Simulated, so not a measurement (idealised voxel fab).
The process module that follows is named voxel transistor to metal.
cross-section cut | 175 nm wide | cells 5 nm
Cross-section, as written here: a square-cell grid given band by band from the top down, where a band holds one or more rows of cells. It is stipulated that each band's entry specify, in nanometres, the height of the top of the band and then that of its bottom, followed by the materials of the band in left-to-right sequence, each together with its width in nanometres. A single material marked by the word "full width" is understood to fill the band from edge to edge; the word "blank" is understood to denote empty space. Zero point of the height axis is 0; under it, received wafer = one material. Lowest band: continues down indefinitely, "0 down". So if you see something like "30 to 40" for the width, read it as the top row of the band sitting at the first number and the bottom row at the second, with every row in between moving by the same amount as the last. "same as before" for a step: no cell of the cross-section changed in that step. "Closed-off voids": sealed empty spaces, 8 cells or more, no open way to top, listed width x height at distance, with distance from the left edge and width, height and distance in nm. On each step's line, the part that comes after the settings is the simulator's own comment on the step. overlay nm, on a step with a mask: how far to the right of its planned place the mask lay; to the left if negative.
Process steps - plan
1) RECEIVE,material Si
2) OXIDIZE,depth nm 5
3) CONFORMAL_DEP,material SiN,thk nm 15
4) DIRECTIONAL_DEP,material aC,thk nm 10
5) PATTERN,tone cover,mask id ACTIVE,material resist,width nm 105,thk nm 30,overlay nm 0
6) DIRECTIONAL_ETCH,etch materials aC,depth nm 10
7) STRIP,etch materials resist
8) DIRECTIONAL_ETCH,etch materials SiN,depth nm 15
9) DIRECTIONAL_ETCH,etch materials SiO2,depth nm 5
10) DIRECTIONAL_ETCH,etch materials Si,depth nm 35
11) STRIP,etch materials aC
12) OXIDIZE,depth nm 5
13) FILL_DEP,material SiO2,thk nm 5
14) CMP,height nm 15
15) SELECTIVE_ETCH,etch materials SiO2,depth nm 5
16) STRIP,etch materials SiN
17) SELECTIVE_ETCH,etch materials SiO2,depth nm 5
18) OXIDIZE,depth nm 5
19) DIRECTIONAL_DEP,material polySi,thk nm 25
20) DIRECTIONAL_DEP,material SiCN,thk nm 10
21) PATTERN,tone cover,mask id GATE,material resist,width nm 15,thk nm 20,overlay nm 0
22) DIRECTIONAL_ETCH,etch materials SiCN,depth nm 20
23) DIRECTIONAL_ETCH,etch materials polySi,depth nm 35
24) STRIP,etch materials resist
25) CONFORMAL_DEP,material SiO2,thk nm 5
26) DIRECTIONAL_ETCH,etch materials SiO2,depth nm 5
27) CONFORMAL_DEP,material SiN,thk nm 5
28) DIRECTIONAL_ETCH,etch materials SiN,depth nm 5
29) DIRECTIONAL_ETCH,etch materials SiO2,depth nm 5
30) DIRECTIONAL_ETCH,etch materials Si,depth nm 5
31) EPI,material pSi,thk nm 5
32) FILL_DEP,material SiO2,thk nm 5
33) CMP,height nm 30
34) DIRECTIONAL_DEP,material SiO2,thk nm 15
35) DIRECTIONAL_DEP,material aC,thk nm 10
36) PATTERN,tone open,mask id CONTACT,material resist,width nm 30,pitch nm 55,thk nm 30,overlay nm 0
37) DIRECTIONAL_ETCH,etch materials aC,depth nm 10
38) STRIP,etch materials resist
39) DIRECTIONAL_ETCH,etch materials SiO2,depth nm 55
40) STRIP,etch materials aC
41) CONFORMAL_DEP,material TiN,thk nm 5
42) FILL_DEP,material W,thk nm 5
43) CMP,height nm 45
44) CONFORMAL_DEP,material SiN,thk nm 5
45) DIRECTIONAL_DEP,material SiO2,thk nm 15
46) PATTERN,tone open,mask id METAL_1,material resist,width nm 20,pitch nm 65,thk nm 20,overlay nm 0
47) DIRECTIONAL_ETCH,etch materials SiO2,depth nm 15
48) DIRECTIONAL_ETCH,etch materials SiN,depth nm 5
49) STRIP,etch materials resist
50) CONFORMAL_DEP,material TiN,thk nm 5
51) FILL_DEP,material Ru,thk nm 5
52) CMP,height nm 65
53) EPI,material Ru,thk nm 5
54) FILL_DEP,material SiCN,thk nm 5
First of two wafers - as planned
Wafer cross-section on receipt, i.e. after step 1
    0 down  Si full width
    Closed-off voids: none
State of the wafer after step 2, shown in cross-section
    0 to -5  SiO2 full width
    Rest of section, below -5: as before.
State of the wafer after step 3, shown in cross-section
    15 to 0  SiN full width
    Rest of section, below 0: as before.
State of the wafer after step 4, shown in cross-section
    25 to 15  aC full width
    Rest of section, below 15: as before.
State of the wafer after step 5, shown in cross-section
    55 to 25  blank (35), then resist (105), then blank (35)
    Rest of section, below 25: as before.
State of the wafer after step 6, shown in cross-section
    45 to 25  blank (35), then resist (105), then blank (35)
    25 to 15  blank (35), then aC (105), then blank (35)
    Rest of section, below 15: as before.
State of the wafer after step 7, shown in cross-section
    25 to 15  blank (35), then aC (105), then blank (35)
    Rest of section, below 15: as before.
State of the wafer after step 8, shown in cross-section
    25 to 15  blank (35), then aC (105), then blank (35)
    15 to 0  blank (35), then SiN (105), then blank (35)
    Rest of section, below 0: as before.
State of the wafer after step 9, shown in cross-section
    25 to 15  blank (35), then aC (105), then blank (35)
    15 to 0  blank (35), then SiN (105), then blank (35)
    0 to -5  blank (35), then SiO2 (105), then blank (35)
    Rest of section, below -5: as before.
State of the wafer after step 10, shown in cross-section
    25 to 15  blank (35), then aC (105), then blank (35)
    15 to 0  blank (35), then SiN (105), then blank (35)
    0 to -5  blank (35), then SiO2 (105), then blank (35)
    -5 to -40  blank (35), then Si (105), then blank (35)
    Rest of section, below -40: as before.
State of the wafer after step 11, shown in cross-section
    15 to 0  blank (35), then SiN (105), then blank (35)
    Rest of section, below 0: as before.
State of the wafer after step 12, shown in cross-section
    15 to 0  blank (35), then SiN (105), then blank (35)
    0 to -5  blank (35), then SiO2 (105), then blank (35)
    -5 to -40  blank (35), then SiO2 (5), then Si (95), then SiO2 (5), then blank (35)
    -40 to -45  SiO2 (40), then Si (95), then SiO2 (40)
    Rest of section, below -45: as before.
State of the wafer after step 13, shown in cross-section
    20 to 15  SiO2 full width
    15 to 0  SiO2 (35), then SiN (105), then SiO2 (35)
    0 to -5  SiO2 full width
    -5 to -45  SiO2 (40), then Si (95), then SiO2 (40)
    Rest of section, below -45: as before.
State of the wafer after step 14, shown in cross-section
    15 to 0  SiO2 (35), then SiN (105), then SiO2 (35)
    Rest of section, below 0: as before.
State of the wafer after step 15, shown in cross-section
    15 to 10  blank (35), then SiN (105), then blank (35)
    Rest of section, below 10: as before.
State of the wafer after step 16, shown in cross-section
    10 to 0  SiO2 (35), then blank (105), then SiO2 (35)
    Rest of section, below 0: as before.
State of the wafer after step 17, shown in cross-section
    5 to -5  SiO2 (30), then blank (115), then SiO2 (30)
    Rest of section, below -5: as before.
State of the wafer after step 18, shown in cross-section
    5 to -5  SiO2 (30), then blank (115), then SiO2 (30)
    -5 to -10  SiO2 full width
    Rest of section, below -10: as before.
State of the wafer after step 19, shown in cross-section
    30 to 20  polySi (30), then blank (115), then polySi (30)
    20 to 5  polySi full width
    5 to -5  SiO2 (30), then polySi (115), then SiO2 (30)
    Rest of section, below -5: as before.
State of the wafer after step 20, shown in cross-section
    40 to 30  SiCN (30), then blank (115), then SiCN (30)
    30 to 20  polySi (30), then SiCN (115), then polySi (30)
    Rest of section, below 20: as before.
State of the wafer after step 21, shown in cross-section
    60 to 40  blank (80), then resist (15), then blank (80)
    40 to 30  SiCN (30), then blank (50), then resist (15), then blank (50), then SiCN (30)
    Rest of section, below 30: as before.
State of the wafer after step 22, shown in cross-section
    60 to 30  blank (80), then resist (15), then blank (80)
    30 to 20  polySi (30), then blank (50), then SiCN (15), then blank (50), then polySi (30)
    Rest of section, below 20: as before.
State of the wafer after step 23, shown in cross-section
    60 to 30  blank (80), then resist (15), then blank (80)
    30 to 20  blank (80), then SiCN (15), then blank (80)
    20 to 5  blank (80), then polySi (15), then blank (80)
    5 to -5  SiO2 (30), then blank (50), then polySi (15), then blank (50), then SiO2 (30)
    Rest of section, below -5: as before.
State of the wafer after step 24, shown in cross-section
    30 to 20  blank (80), then SiCN (15), then blank (80)
    Rest of section, below 20: as before.
State of the wafer after step 25, shown in cross-section
    35 to 30  blank (75), then SiO2 (25), then blank (75)
    30 to 20  blank (75), then SiO2 (5), then SiCN (15), then SiO2 (5), then blank (75)
    20 to 10  blank (75), then SiO2 (5), then polySi (15), then SiO2 (5), then blank (75)
    10 to 0  SiO2 (35), then blank (40), then SiO2 (5), then polySi (15), then SiO2 (5), then blank (40), then SiO2 (35)
    0 to -5  SiO2 (80), then polySi (15), then SiO2 (80)
    Rest of section, below -5: as before.
State of the wafer after step 26, shown in cross-section
    30 to 20  blank (75), then SiO2 (5), then SiCN (15), then SiO2 (5), then blank (75)
    20 to 5  blank (75), then SiO2 (5), then polySi (15), then SiO2 (5), then blank (75)
    5 to -5  SiO2 (35), then blank (40), then SiO2 (5), then polySi (15), then SiO2 (5), then blank (40), then SiO2 (35)
    Rest of section, below -5: as before.
State of the wafer after step 27, shown in cross-section
    35 to 30  blank (70), then SiN (35), then blank (70)
    30 to 20  blank (70), then SiN (5), then SiO2 (5), then SiCN (15), then SiO2 (5), then SiN (5), then blank (70)
    20 to 10  blank (70), then SiN (5), then SiO2 (5), then polySi (15), then SiO2 (5), then SiN (5), then blank (70)
    10 to 5  SiN (40), then blank (30), then SiN (5), then SiO2 (5), then polySi (15), then SiO2 (5), then SiN (5), then blank (30), then SiN (40)
    5 to 0  SiO2 (35), then SiN (5), then blank (30), then SiN (5), then SiO2 (5), then polySi (15), then SiO2 (5), then SiN (5), then blank (30), then SiN (5), then SiO2 (35)
    0 to -5  SiO2 (35), then SiN (40), then SiO2 (5), then polySi (15), then SiO2 (5), then SiN (40), then SiO2 (35)
    Rest of section, below -5: as before.
State of the wafer after step 28, shown in cross-section
    30 to 20  blank (70), then SiN (5), then SiO2 (5), then SiCN (15), then SiO2 (5), then SiN (5), then blank (70)
    20 to 5  blank (70), then SiN (5), then SiO2 (5), then polySi (15), then SiO2 (5), then SiN (5), then blank (70)
    5 to -5  SiO2 (35), then SiN (5), then blank (30), then SiN (5), then SiO2 (5), then polySi (15), then SiO2 (5), then SiN (5), then blank (30), then SiN (5), then SiO2 (35)
    Rest of section, below -5: as before.
State of the wafer after step 29, shown in cross-section
    30 to 25  blank (70), then SiN (5), then blank (5), then SiCN (15), then blank (5), then SiN (5), then blank (70)
    25 to 20  blank (70), then SiN (5), then SiO2 (5), then SiCN (15), then SiO2 (5), then SiN (5), then blank (70)
    20 to 5  blank (70), then SiN (5), then SiO2 (5), then polySi (15), then SiO2 (5), then SiN (5), then blank (70)
    5 to 0  blank (35), then SiN (5), then blank (30), then SiN (5), then SiO2 (5), then polySi (15), then SiO2 (5), then SiN (5), then blank (30), then SiN (5), then blank (35)
    0 to -5  SiO2 (35), then SiN (5), then blank (30), then SiN (5), then SiO2 (5), then polySi (15), then SiO2 (5), then SiN (5), then blank (30), then SiN (5), then SiO2 (35)
    -5 to -10  SiO2 (40), then blank (30), then SiO2 (35), then blank (30), then SiO2 (40)
    Rest of section, below -10: as before.
State of the wafer after step 30, shown in cross-section
    30 to 25  blank (70), then SiN (5), then blank (5), then SiCN (15), then blank (5), then SiN (5), then blank (70)
    25 to 20  blank (70), then SiN (5), then SiO2 (5), then SiCN (15), then SiO2 (5), then SiN (5), then blank (70)
    20 to 5  blank (70), then SiN (5), then SiO2 (5), then polySi (15), then SiO2 (5), then SiN (5), then blank (70)
    5 to 0  blank (35), then SiN (5), then blank (30), then SiN (5), then SiO2 (5), then polySi (15), then SiO2 (5), then SiN (5), then blank (30), then SiN (5), then blank (35)
    0 to -5  SiO2 (35), then SiN (5), then blank (30), then SiN (5), then SiO2 (5), then polySi (15), then SiO2 (5), then SiN (5), then blank (30), then SiN (5), then SiO2 (35)
    -5 to -10  SiO2 (40), then blank (30), then SiO2 (35), then blank (30), then SiO2 (40)
    -10 to -15  SiO2 (40), then blank (30), then Si (35), then blank (30), then SiO2 (40)
    Rest of section, below -15: as before.
State of the wafer after step 31, shown in cross-section
    30 to 25  blank (70), then SiN (5), then blank (5), then SiCN (15), then blank (5), then SiN (5), then blank (70)
    25 to 20  blank (70), then SiN (5), then SiO2 (5), then SiCN (15), then SiO2 (5), then SiN (5), then blank (70)
    20 to 5  blank (70), then SiN (5), then SiO2 (5), then polySi (15), then SiO2 (5), then SiN (5), then blank (70)
    5 to 0  blank (35), then SiN (5), then blank (30), then SiN (5), then SiO2 (5), then polySi (15), then SiO2 (5), then SiN (5), then blank (30), then SiN (5), then blank (35)
    0 to -5  SiO2 (35), then SiN (5), then blank (30), then SiN (5), then SiO2 (5), then polySi (15), then SiO2 (5), then SiN (5), then blank (30), then SiN (5), then SiO2 (35)
    -5 to -10  SiO2 (40), then blank (25), then pSi (5), then SiO2 (35), then pSi (5), then blank (25), then SiO2 (40)
    -10 to -15  SiO2 (40), then pSi (30), then Si (35), then pSi (30), then SiO2 (40)
    Rest of section, below -15: as before.
State of the wafer after step 32, shown in cross-section
    35 to 30  SiO2 full width
    30 to 20  SiO2 (70), then SiN (5), then SiO2 (5), then SiCN (15), then SiO2 (5), then SiN (5), then SiO2 (70)
    20 to 5  SiO2 (70), then SiN (5), then SiO2 (5), then polySi (15), then SiO2 (5), then SiN (5), then SiO2 (70)
    5 to -5  SiO2 (35), then SiN (5), then SiO2 (30), then SiN (5), then SiO2 (5), then polySi (15), then SiO2 (5), then SiN (5), then SiO2 (30), then SiN (5), then SiO2 (35)
    -5 to -10  SiO2 (65), then pSi (5), then SiO2 (35), then pSi (5), then SiO2 (65)
    Rest of section, below -10: as before.
State of the wafer after step 33, shown in cross-section
    30 to 20  SiO2 (70), then SiN (5), then SiO2 (5), then SiCN (15), then SiO2 (5), then SiN (5), then SiO2 (70)
    Rest of section, below 20: as before.
State of the wafer after step 34, shown in cross-section
    45 to 30  SiO2 full width
    Rest of section, below 30: as before.
State of the wafer after step 35, shown in cross-section
    55 to 45  aC full width
    Rest of section, below 45: as before.
State of the wafer after step 36, shown in cross-section
    85 to 55  resist (45), then blank (30), then resist (25), then blank (30), then resist (45)
    Rest of section, below 55: as before.
State of the wafer after step 37, shown in cross-section
    75 to 55  resist (45), then blank (30), then resist (25), then blank (30), then resist (45)
    55 to 45  aC (45), then blank (30), then aC (25), then blank (30), then aC (45)
    Rest of section, below 45: as before.
State of the wafer after step 38, shown in cross-section
    55 to 45  aC (45), then blank (30), then aC (25), then blank (30), then aC (45)
    Rest of section, below 45: as before.
State of the wafer after step 39, shown in cross-section
    55 to 45  aC (45), then blank (30), then aC (25), then blank (30), then aC (45)
    45 to 30  SiO2 (45), then blank (30), then SiO2 (25), then blank (30), then SiO2 (45)
    30 to 20  SiO2 (45), then blank (25), then SiN (5), then SiO2 (5), then SiCN (15), then SiO2 (5), then SiN (5), then blank (25), then SiO2 (45)
    20 to 5  SiO2 (45), then blank (25), then SiN (5), then SiO2 (5), then polySi (15), then SiO2 (5), then SiN (5), then blank (25), then SiO2 (45)
    5 to -5  SiO2 (35), then SiN (5), then SiO2 (5), then blank (25), then SiN (5), then SiO2 (5), then polySi (15), then SiO2 (5), then SiN (5), then blank (25), then SiO2 (5), then SiN (5), then SiO2 (35)
    -5 to -10  SiO2 (45), then blank (20), then pSi (5), then SiO2 (35), then pSi (5), then blank (20), then SiO2 (45)
    Rest of section, below -10: as before.
State of the wafer after step 40, shown in cross-section
    45 to 30  SiO2 (45), then blank (30), then SiO2 (25), then blank (30), then SiO2 (45)
    Rest of section, below 30: as before.
State of the wafer after step 41, shown in cross-section
    50 to 45  TiN (50), then blank (20), then TiN (35), then blank (20), then TiN (50)
    45 to 35  SiO2 (45), then TiN (5), then blank (20), then TiN (5), then SiO2 (25), then TiN (5), then blank (20), then TiN (5), then SiO2 (45)
    35 to 30  SiO2 (45), then TiN (5), then blank (15), then TiN (10), then SiO2 (25), then TiN (10), then blank (15), then TiN (5), then SiO2 (45)
    30 to 20  SiO2 (45), then TiN (5), then blank (15), then TiN (5), then SiN (5), then SiO2 (5), then SiCN (15), then SiO2 (5), then SiN (5), then TiN (5), then blank (15), then TiN (5), then SiO2 (45)
    20 to 5  SiO2 (45), then TiN (5), then blank (15), then TiN (5), then SiN (5), then SiO2 (5), then polySi (15), then SiO2 (5), then SiN (5), then TiN (5), then blank (15), then TiN (5), then SiO2 (45)
    5 to -5  SiO2 (35), then SiN (5), then SiO2 (5), then TiN (5), then blank (15 to 10), then TiN (5 to 10), then SiN (5), then SiO2 (5), then polySi (15), then SiO2 (5), then SiN (5), then TiN (5 to 10), then blank (15 to 10), then TiN (5), then SiO2 (5), then SiN (5), then SiO2 (35)
    -5 to -10  SiO2 (45), then TiN (20), then pSi (5), then SiO2 (35), then pSi (5), then TiN (20), then SiO2 (45)
    Rest of section, below -10: as before.
State of the wafer after step 42, shown in cross-section
    55 to 50  W full width
    50 to 45  TiN (50), then W (20), then TiN (35), then W (20), then TiN (50)
    45 to 35  SiO2 (45), then TiN (5), then W (20), then TiN (5), then SiO2 (25), then TiN (5), then W (20), then TiN (5), then SiO2 (45)
    35 to 30  SiO2 (45), then TiN (5), then W (15), then TiN (10), then SiO2 (25), then TiN (10), then W (15), then TiN (5), then SiO2 (45)
    30 to 20  SiO2 (45), then TiN (5), then W (15), then TiN (5), then SiN (5), then SiO2 (5), then SiCN (15), then SiO2 (5), then SiN (5), then TiN (5), then W (15), then TiN (5), then SiO2 (45)
    20 to 5  SiO2 (45), then TiN (5), then W (15), then TiN (5), then SiN (5), then SiO2 (5), then polySi (15), then SiO2 (5), then SiN (5), then TiN (5), then W (15), then TiN (5), then SiO2 (45)
    5 to -5  SiO2 (35), then SiN (5), then SiO2 (5), then TiN (5), then W (15 to 10), then TiN (5 to 10), then SiN (5), then SiO2 (5), then polySi (15), then SiO2 (5), then SiN (5), then TiN (5 to 10), then W (15 to 10), then TiN (5), then SiO2 (5), then SiN (5), then SiO2 (35)
    Rest of section, below -5: as before.
State of the wafer after step 43, shown in cross-section
    45 to 35  SiO2 (45), then TiN (5), then W (20), then TiN (5), then SiO2 (25), then TiN (5), then W (20), then TiN (5), then SiO2 (45)
    Rest of section, below 35: as before.
State of the wafer after step 44, shown in cross-section
    50 to 45  SiN full width
    Rest of section, below 45: as before.
State of the wafer after step 45, shown in cross-section
    65 to 50  SiO2 full width
    Rest of section, below 50: as before.
State of the wafer after step 46, shown in cross-section
    85 to 65  resist (45), then blank (20), then resist (45), then blank (20), then resist (45)
    Rest of section, below 65: as before.
State of the wafer after step 47, shown in cross-section
    85 to 65  resist (45), then blank (20), then resist (45), then blank (20), then resist (45)
    65 to 50  SiO2 (45), then blank (20), then SiO2 (45), then blank (20), then SiO2 (45)
    Rest of section, below 50: as before.
State of the wafer after step 48, shown in cross-section
    85 to 65  resist (45), then blank (20), then resist (45), then blank (20), then resist (45)
    65 to 50  SiO2 (45), then blank (20), then SiO2 (45), then blank (20), then SiO2 (45)
    50 to 45  SiN (45), then blank (20), then SiN (45), then blank (20), then SiN (45)
    Rest of section, below 45: as before.
State of the wafer after step 49, shown in cross-section
    65 to 50  SiO2 (45), then blank (20), then SiO2 (45), then blank (20), then SiO2 (45)
    Rest of section, below 50: as before.
State of the wafer after step 50, shown in cross-section
    70 to 65  TiN (50), then blank (10), then TiN (55), then blank (10), then TiN (50)
    65 to 50  SiO2 (45), then TiN (5), then blank (10), then TiN (5), then SiO2 (45), then TiN (5), then blank (10), then TiN (5), then SiO2 (45)
    50 to 45  SiN (45), then TiN (20), then SiN (45), then TiN (20), then SiN (45)
    Rest of section, below 45: as before.
State of the wafer after step 51, shown in cross-section
    75 to 70  Ru full width
    70 to 65  TiN (50), then Ru (10), then TiN (55), then Ru (10), then TiN (50)
    65 to 50  SiO2 (45), then TiN (5), then Ru (10), then TiN (5), then SiO2 (45), then TiN (5), then Ru (10), then TiN (5), then SiO2 (45)
    Rest of section, below 50: as before.
State of the wafer after step 52, shown in cross-section
    65 to 50  SiO2 (45), then TiN (5), then Ru (10), then TiN (5), then SiO2 (45), then TiN (5), then Ru (10), then TiN (5), then SiO2 (45)
    Rest of section, below 50: as before.
State of the wafer after step 53, shown in cross-section
    70 to 65  blank (40), then Ru (30), then blank (35), then Ru (30), then blank (40)
    Rest of section, below 65: as before.
State of the wafer after step 54, shown in cross-section
    75 to 70  SiCN full width
    70 to 65  SiCN (40), then Ru (30), then SiCN (35), then Ru (30), then SiCN (40)
    Rest of section, below 65: as before.
Second wafer, same starting state and plan as the first, one mistake in the run, identical through step 43
When step 44 should have ended
    60 to 45  SiO2 full width
    Rest of section, below 45: as before.
When step 45 should have ended
    65 to 60  SiN full width
    Rest of section, below 60: as before.
When step 46 should have ended
    85 to 65  resist (45), then blank (20), then resist (45), then blank (20), then resist (45)
    Rest of section, below 65: as before.
when step 47 should have ended: same as before
When step 48 should have ended
    85 to 65  resist (45), then blank (20), then resist (45), then blank (20), then resist (45)
    65 to 60  SiN (45), then blank (20), then SiN (45), then blank (20), then SiN (45)
    Rest of section, below 60: as before.
When step 49 should have ended
    65 to 60  SiN (45), then blank (20), then SiN (45), then blank (20), then SiN (45)
    Rest of section, below 60: as before.
When step 50 should have ended
    70 to 65  TiN (50), then blank (10), then TiN (55), then blank (10), then TiN (50)
    65 to 60  SiN (45), then TiN (20), then SiN (45), then TiN (20), then SiN (45)
    Rest of section, below 60: as before.
When step 51 should have ended
    75 to 70  Ru full width
    70 to 65  TiN (50), then Ru (10), then TiN (55), then Ru (10), then TiN (50)
    Rest of section, below 65: as before.
When step 52 should have ended
    65 to 60  SiN (45), then TiN (20), then SiN (45), then TiN (20), then SiN (45)
    Rest of section, below 60: as before.
When step 53 should have ended
    70 to 65  blank (40), then Ru (30), then blank (35), then Ru (30), then blank (40)
    Rest of section, below 65: as before.
When step 54 should have ended
    75 to 70  SiCN full width
    70 to 65  SiCN (40), then Ru (30), then SiCN (35), then Ru (30), then SiCN (40)
    Rest of section, below 65: as before.
Where did the run depart from the plan? step 44 ran in the slot meant for step 45, and vice versa
at the end the second wafer has, in cells: 12 fewer of Ru; 24 more of SiO2; 12 fewer of TiN
